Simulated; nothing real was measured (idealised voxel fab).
Module name: voxel double patterning (process module)
Section cut is 285 nm wide and gridded with 5 nm square cells.
In this document a cross-section is written as a grid of square cells. It is given as a series of bands, listed from the top down, and a band is one or more rows of cells. Basically the band line says how high the top is and how high the bottom is, in nm, and then what's in it from left to right, every material with its width in nm. Empty space shows up as "empty", and if a single material carries "full width" it runs the full band edge to edge. Counting heights begins at 0, where everything beneath is, in the wafer as received, one material. The lowest band has no bottom; it goes on downwards, as "z 0 and below" shows. The expression "30..40" gives the width at the extremes of the band, the first number at its top row of cells and the second at its bottom row, with the width changing by equal amounts from each row to the next in between. "nothing different" after a step means that no cell of the cross-section changed. Empty spaces counting at least 8 cells and having no open way to the top are listed in "Fully closed voids". The notation width x height at distance is used for each, the distance being from the left edge and all three values in nm. On each step's line, the part that comes after the settings is the simulator's own comment on the step. A step line may carry the setting "overlay nm", which, for steps involving a mask, states the distance by which the mask lay to the right of its intended position; negative values denote displacement to the left.
The following list gives the planned process steps:
step 1: RECEIVE,material Si
step 2: CONFORMAL_DEP,material SiO2,thk nm 5
step 3: DIRECTIONAL_DEP,material polySi,thk nm 20
step 4: DIRECTIONAL_DEP,material SiCN,thk nm 5
step 5: MASKED_ETCH,tone open,mask id FIRST,width nm 15,pitch nm 50,etch materials SiCN,depth nm 5,overlay nm 0
step 6: MASKED_ETCH,tone open,mask id SECOND,width nm 15,etch materials SiCN,depth nm 5,overlay nm 0
step 7: DIRECTIONAL_ETCH,etch materials polySi,depth nm 20
step 8: STRIP,etch materials SiCN
Cross-section of the wafer upon arrival, representing the state reached after step 1:
- z 0 and below  Si full width
- Fully closed voids: none
Below is the wafer in cross-section after the module was completed. It began from the starting point shown above and followed the plan shown above, except that one mistake was made while running it:
- z 25 to 20  SiO2 full width
- z 20 to 0  polySi full width
- z 0 and below  Si full width
- Fully closed voids: none
What was done differently from what was planned? steps 2 and 3 swapped
